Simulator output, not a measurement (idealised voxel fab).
process module | voxel transistor to metal
The cross-section shown here is cut; it is 295 nm wide and divided into square cells measuring 5 nm on a side.
For the purposes of this document, a cross-section shall be understood as a grid of square cells, specified as bands listed in top-to-bottom order, each band consisting of one or more rows of cells.
Each band's line starts with the height of the band's top and of its bottom, in nm. Then come its materials from left to right, each with its width in nm. One material with "all across" fills the band from edge to edge. "empty" is empty space.
Basically, 0 is our baseline, since under it the wafer straight out of the box is all one material. The bottom band has no lower end and keeps on going down, so it looks like "0 and below".
Width: "30->40" (first number = top row, second number = bottom row, same change from row to row of cells).
You'll sometimes find "nothing changed" written for a step, and that's the way of saying that nowhere in the cross-section did a cell change during that step.
"Enclosed void listing" - sealed voids, min. 8 cells, no opening to top; format: width x height at distance (distance from left edge; nm throughout).
Past the settings on a step's line: simulator remark, on that step.
The optional step-line setting "overlay nm" applies to steps with a mask and quantifies how far to the right of its planned location the mask lay, a negative value indicating leftward placement.

**List of planned process steps**
1: RECEIVE | material Si
2: OXIDIZE | depth nm 5
3: CONFORMAL_DEP | material SiN | thk nm 15
4: MASKED_ETCH | tone cover | mask id ACTIVE | width nm 115 | pitch nm 135 | etch materials SiN | depth nm 15 | overlay nm 0
5: MASKED_ETCH | tone cover | mask id ACTIVE | width nm 115 | pitch nm 135 | etch materials SiO2 | depth nm 5 | overlay nm 0
6: MASKED_ETCH | tone cover | mask id ACTIVE | width nm 115 | pitch nm 135 | etch materials Si | depth nm 35 | overlay nm 0
7: FILL_DEP | material SiO2 | thk nm 15
8: CMP | height nm 15
9: SELECTIVE_ETCH | etch materials SiO2 | depth nm 5
10: STRIP | etch materials SiN
11: SELECTIVE_ETCH | etch materials SiO2 | depth nm 5
12: OXIDIZE | depth nm 5
13: DIRECTIONAL_DEP | material polySi | thk nm 20
14: DIRECTIONAL_DEP | material SiCN | thk nm 15
15: DIRECTIONAL_DEP | material aC | thk nm 15
16: PATTERN | tone cover | mask id GATE | material resist | width nm 15 | pitch nm 135 | thk nm 35 | overlay nm 0
17: DIRECTIONAL_ETCH | etch materials aC | depth nm 15
18: STRIP | etch materials resist
19: DIRECTIONAL_ETCH | etch materials SiCN | depth nm 25
20: DIRECTIONAL_ETCH | etch materials polySi | depth nm 30
21: STRIP | etch materials aC
22: CONFORMAL_DEP | material SiN | thk nm 5
23: DIRECTIONAL_ETCH | etch materials SiN | depth nm 5
24: DIRECTIONAL_ETCH | etch materials SiO2 | depth nm 5
25: DIRECTIONAL_ETCH | etch materials Si | depth nm 5
26: EPI | material pSi | thk nm 10
27: FILL_DEP | material SiO2 | thk nm 10
28: CMP | height nm 30
29: DIRECTIONAL_DEP | material SiO2 | thk nm 15
30: MASKED_ETCH | tone open | mask id CONTACT | width nm 20 | etch materials SiO2 | depth nm 50 | overlay nm 0
31: CONFORMAL_DEP | material TiN | thk nm 5
32: FILL_DEP | material W | thk nm 10
33: CMP | height nm 45
34: DIRECTIONAL_DEP | material TiN | thk nm 5
35: DIRECTIONAL_DEP | material Ru | thk nm 20
36: DIRECTIONAL_DEP | material aC | thk nm 15
37: PATTERN | tone cover | mask id METAL_1 | material resist | width nm 20 | thk nm 30 | overlay nm 0
38: DIRECTIONAL_ETCH | etch materials aC | depth nm 15
39: STRIP | etch materials resist
40: DIRECTIONAL_ETCH | etch materials Ru | depth nm 20
41: DIRECTIONAL_ETCH | etch materials TiN | depth nm 5
42: STRIP | etch materials aC
43: CONFORMAL_DEP | material SiCN | thk nm 5
44: FILL_DEP | material SiO2 | thk nm 10
45: CMP | height nm 70
46: CONFORMAL_DEP | material SiN | thk nm 5

**Incoming wafer in cross-section (state: after step 1)**
	0 and below: Si all across
	Enclosed void listing: none

**Post-module cross-section of the first of two wafers (run per plan)**
	75 down to 70: SiN all across
	70 down to 50: SiO2 25, SiCN 5, Ru 20, SiCN 5, SiO2 45, SiCN 5, Ru 20, SiCN 5, SiO2 30, SiCN 5, Ru 20, SiCN 5, SiO2 45, SiCN 5, Ru 20, SiCN 5, SiO2 30
	50 down to 45: SiCN 30, TiN 20, SiCN 55, TiN 20, SiCN 40, TiN 20, SiCN 55, TiN 20, SiCN 35
	45 down to 30: SiO2 30, TiN 5, W 10, TiN 5, SiO2 55, TiN 5, W 10, TiN 5, SiO2 40, TiN 5, W 10, TiN 5, SiO2 55, TiN 5, W 10, TiN 5, SiO2 35
	30 down to 15: SiO2 30, TiN 5, W 10, TiN 5, SiO2 15, SiN 5, SiCN 15, SiN 5, SiO2 15, TiN 5, W 10, TiN 5, SiO2 40, TiN 5, W 10, TiN 5, SiO2 15, SiN 5, SiCN 15, SiN 5, SiO2 15, TiN 5, W 10, TiN 5, SiO2 35
	15 down to 5: SiO2 30, TiN 5, W 10, TiN 5, SiO2 15, SiN 5, polySi 15, SiN 5, SiO2 15, TiN 5, W 10, TiN 5, SiO2 40, TiN 5, W 10, TiN 5, SiO2 15, SiN 5, polySi 15, SiN 5, SiO2 15, TiN 5, W 10, TiN 5, SiO2 35
	5 down to 0: SiO2 15, SiN 5, SiO2 10, TiN 5, W 10, TiN 5, SiO2 15, SiN 5, polySi 15, SiN 5, SiO2 15, TiN 5, W 10, TiN 5, SiO2 10, SiN 5, SiO2 10, SiN 5, SiO2 10, TiN 5, W 10, TiN 5, SiO2 15, SiN 5, polySi 15, SiN 5, SiO2 15, TiN 5, W 10, TiN 5, SiO2 10, SiN 5, SiO2 20
	0 down to -5: SiO2 15, SiN 5, SiO2 10, TiN 20, SiO2 5, pSi 10, SiN 5, polySi 15, SiN 5, pSi 10, SiO2 5, TiN 20, SiO2 10, SiN 5, SiO2 10, SiN 5, SiO2 10, TiN 20, SiO2 5, pSi 10, SiN 5, polySi 15, SiN 5, pSi 10, SiO2 5, TiN 20, SiO2 10, SiN 5, SiO2 20
	-5 down to -10: SiO2 20, pSi 45, SiO2 25, pSi 45, SiO2 20, pSi 45, SiO2 25, pSi 45, SiO2 25
	-10 down to -15: SiO2 20, pSi 45, Si 25, pSi 45, SiO2 20, pSi 45, Si 25, pSi 45, SiO2 25
	-15 down to -40: SiO2 20, Si 115, SiO2 20, Si 115, SiO2 25
	-40 and below: Si all across
	Enclosed void listing: none

**Now the second wafer, cross-sectioned at the end of the module. Nothing different at the start, nothing different in the plan compared with the first, just one mistake when it was actually run**
	75 down to 70: SiN all across
	70 down to 50: SiO2 25, SiCN 5, Ru 20, SiCN 5, SiO2 45, SiCN 5, Ru 20, SiCN 5, SiO2 30, SiCN 5, Ru 20, SiCN 5, SiO2 45, SiCN 5, Ru 20, SiCN 5, SiO2 30
	50 down to 45: SiCN 30, TiN 20, SiCN 55, TiN 20, SiCN 40, TiN 20, SiCN 55, TiN 20, SiCN 35
	45 down to 30: SiO2 30, TiN 5, W 10, TiN 5, SiO2 55, TiN 5, W 10, TiN 5, SiO2 40, TiN 5, W 10, TiN 5, SiO2 55, TiN 5, W 10, TiN 5, SiO2 35
	30 down to 25: SiO2 30, TiN 5, W 10, TiN 5, SiO2 15, SiN 5, SiCN 15, SiN 5, SiO2 15, TiN 5, W 10, TiN 5, SiO2 40, TiN 5, W 10, TiN 5, SiO2 15, SiN 5, SiCN 15, SiN 5, SiO2 15, TiN 5, W 10, TiN 5, SiO2 35
	25 down to 5: SiO2 30, TiN 5, W 10, TiN 5, SiO2 15, SiN 5, polySi 15, SiN 5, SiO2 15, TiN 5, W 10, TiN 5, SiO2 40, TiN 5, W 10, TiN 5, SiO2 15, SiN 5, polySi 15, SiN 5, SiO2 15, TiN 5, W 10, TiN 5, SiO2 35
	5 down to 0: SiO2 20, SiN 5, SiO2 5, TiN 5, W 10, TiN 5, SiO2 55, TiN 5, W 10, TiN 5, SiO2 5, SiN 5, SiO2 20, SiN 5, SiO2 5, TiN 5, W 10, TiN 5, SiO2 55, TiN 5, W 10, TiN 5, SiO2 5, SiN 5, SiO2 25
	0 down to -5: SiO2 10, pSi 10, SiN 5, SiO2 5, TiN 20, SiO2 55, TiN 20, SiO2 5, SiN 5, pSi 20, SiN 5, SiO2 5, TiN 20, SiO2 55, TiN 20, SiO2 5, SiN 5, pSi 10, SiO2 15
	-5 down to -10: pSi 20, SiO2 10, Si 95, SiO2 10, pSi 20, SiO2 10, Si 95, SiO2 10, pSi 25
	-10 down to -15: pSi 20, Si 115, pSi 20, Si 115, pSi 25
	-15 and below: Si all across
	Enclosed void listing: none
Heads up, the wafer didn't run the way we planned it: step 4 ran differently from the plan; actual operation with settings: MASKED_ETCH | tone open | mask id ACTIVE | width nm 115 | pitch nm 135 | etch materials SiN | depth nm 15 | overlay nm 0
End of process, cell counts, second wafer against first, materials with more or fewer: 139 more of Si; 12 fewer of SiCN; 8 fewer of SiN; 73 fewer of SiO2; 46 fewer of pSi
